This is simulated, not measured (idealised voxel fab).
Presented below is a process module, voxel ribs on slabs.
It is cross-section cut that appears here, measuring 295 nm in width, its square cells being 5 nm in size.
The cross-sections in this document take the form of a grid made of square cells. They are written out as bands, in order from top to bottom. Each band consists of one or more rows of cells.
Band: top height; bottom height; in nm. Then, left to right: material with width in nm, for each material. "full width": a single material spanning edge to edge. "blank": empty space.
Note: height 0 marks the level under which the wafer is uniformly one material as received. Lowest band unbounded below, written "0 -> down".
With a width like "30 to 40", each row of cells in the band differs from the next by the same amount, the top row carrying the first number and the bottom row the second.
"remained unchanged" after a step means that no cell of the cross-section changed.
Empty spaces without an open route to the top, at least 8 cells in extent, make up the entry "Closed cavity list"; each is given as width x height at distance, where the distance is measured from the left edge, and all are in nm.
If you see something after the settings on a step's line, that's the simulator's own remark about that step.
overlay nm: for a step with a mask, the amount by which the mask lay right of where it was planned; a negative amount means left of it.

# Set out below are the planned steps of the process
1) RECEIVE,material Si
2) DIRECTIONAL_DEP,material SiO2,thk nm 20
3) DIRECTIONAL_DEP,material SiN,thk nm 15
4) MASKED_ETCH,tone cover,mask id RIB,width nm 20,etch materials SiN,depth nm 5,overlay nm 0
5) DIRECTIONAL_DEP,material aC,thk nm 15
6) PATTERN,tone cover,mask id SLAB,material resist,width nm 50,thk nm 30,overlay nm 0
7) DIRECTIONAL_ETCH,etch materials aC,depth nm 15
8) STRIP,etch materials resist
9) DIRECTIONAL_ETCH,etch materials SiN,depth nm 10
10) STRIP,etch materials aC
11) FILL_DEP,material SiO2,thk nm 20
12) CMP,height nm 45
13) DIRECTIONAL_DEP,material TiN,thk nm 5
14) PATTERN,tone cover,mask id HEATER,material resist,width nm 30,thk nm 15,overlay nm -15
15) DIRECTIONAL_ETCH,etch materials TiN,depth nm 5
16) STRIP,etch materials resist
17) CONFORMAL_DEP,material SiO2,thk nm 10
Where the wafers of this document differ is in the overlay nm of step 14; they start out the same, and the plan states the value that applied to the first wafer.

# Incoming state of the first of several wafers in cross-section: after step 1
    0 -> down: Si full width
    Closed cavity list: none

# Heads up, this table goes wafer by wafer. A row tells you, at the end of the module, how many cells of each material that wafer has put on (+) or dropped (-) since it was received, and then its closed voids
overlay nm -15 | +24 SiN | +629 SiO2 | +6 TiN | Closed cavity list: none
overlay nm -10 | +24 SiN | +629 SiO2 | +6 TiN | Closed cavity list: none
overlay nm -5 | +24 SiN | +629 SiO2 | +6 TiN | Closed cavity list: none
overlay nm 0 | +24 SiN | +629 SiO2 | +6 TiN | Closed cavity list: none
overlay nm 5 | +24 SiN | +629 SiO2 | +6 TiN | Closed cavity list: none
overlay nm 10 | +24 SiN | +629 SiO2 | +6 TiN | Closed cavity list: none
overlay nm 15 | +24 SiN | +629 SiO2 | +6 TiN | Closed cavity list: none
